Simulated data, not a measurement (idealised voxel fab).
Herein follows the process module entitled voxel ribs on slabs.
For reference, the cross-section in this document is cut, with width 240 nm and square cells of 5 nm.
When this document writes out a cross-section, it uses a grid of square cells and lists it as bands, beginning at the top and moving down, with a band standing for one or more rows of cells.
In this notation a band is specified by the heights of its top and bottom, in that order and in nm, after which its materials appear from left to right, each paired with its width in nm. The word "edge to edge" attached to a single material means that material fills the band from edge to edge; the word "air" stands for empty space.
Height is counted from the level 0, under which the received wafer is composed throughout of one material. The lowest of the bands is not closed at the bottom but continues downward, in the notation "z 0 and below".
The notation "30..40" denotes a width that varies across the rows of cells in the band, beginning at the first number in the top row, finishing at the second number in the bottom row, and changing by an identical amount from each row to the next.
Where a step carries "identical to before", the cross-section came out of it unchanged, cell for cell.
This entry, "Enclosed void catalog", enumerates those empty regions of no fewer than 8 cells that possess no open connection to the top. Each region is reported in the form width x height at distance, the distance being taken from the left edge, with all three quantities expressed in nm.
after a step's settings: what the simulator itself notes on the step
overlay nm: mask offset rightward from planned place, masked step; negative means leftward offset.
## Process steps (planned)
| 1 | RECEIVE | material Si |
| 2 | DIRECTIONAL_DEP | material SiO2 | thk nm 30 |
| 3 | DIRECTIONAL_DEP | material SiN | thk nm 20 |
| 4 | MASKED_ETCH | tone cover | mask id RIB | width nm 30 | etch materials SiN | depth nm 10 | overlay nm 0 |
| 5 | PATTERN | tone cover | mask id SLAB | material resist | width nm 60 | thk nm 20 | overlay nm 0 |
| 6 | DIRECTIONAL_ETCH | etch materials SiN | depth nm 10 |
| 7 | STRIP | etch materials resist |
| 8 | FILL_DEP | material SiO2 | thk nm 20 |
| 9 | CMP | height nm 60 |
| 10 | DIRECTIONAL_DEP | material TiN | thk nm 10 |
| 11 | MASKED_ETCH | tone cover | mask id HEATER | width nm 40 | etch materials TiN | depth nm 10 | overlay nm 0 |
| 12 | CONFORMAL_DEP | material SiO2 | thk nm 5 |
## As-received state of the wafer in cross-section, equivalent to post-step 1
> z 0 and below = Si edge to edge
> Enclosed void catalog: none
## First of two wafers, end-of-module section, run followed plan
> z 75 to 70 = air=95, SiO2=50, air=95
> z 70 to 65 = air=95, SiO2=5, TiN=40, SiO2=5, air=95
> z 65 to 60 = SiO2=100, TiN=40, SiO2=100
> z 60 to 50 = SiO2 edge to edge
> z 50 to 40 = SiO2=105, SiN=30, SiO2=105
> z 40 to 30 = SiO2=90, SiN=60, SiO2=90
> z 30 to 0 = SiO2 edge to edge
> z 0 and below = Si edge to edge
> Enclosed void catalog: none
## Second wafer of the two, sectioned at the end of the module. It began like the first and followed the same plan, but one mistake was made while running it
> z 75 to 70 = air=95, SiO2=50, air=95
> z 70 to 65 = air=95, SiO2=5, TiN=40, SiO2=5, air=95
> z 65 to 60 = SiO2=100, TiN=40, SiO2=100
> z 60 to 50 = SiO2 edge to edge
> z 50 to 40 = SiO2=90, SiN=15, SiO2=30, SiN=15, SiO2=90
> z 40 to 30 = SiN edge to edge
> z 30 to 0 = SiO2 edge to edge
> z 0 and below = Si edge to edge
> Enclosed void catalog: none
Deviation noted in wafer processing: in deviation from the planned setting, step 4 was conducted as MASKED_ETCH | tone open | mask id RIB | width nm 30 | etch materials SiN | depth nm 10 | overlay nm 0
At the finish, the second wafer shows more or fewer cells for some materials than the first does: SiN: 72 more | SiO2: 72 fewer
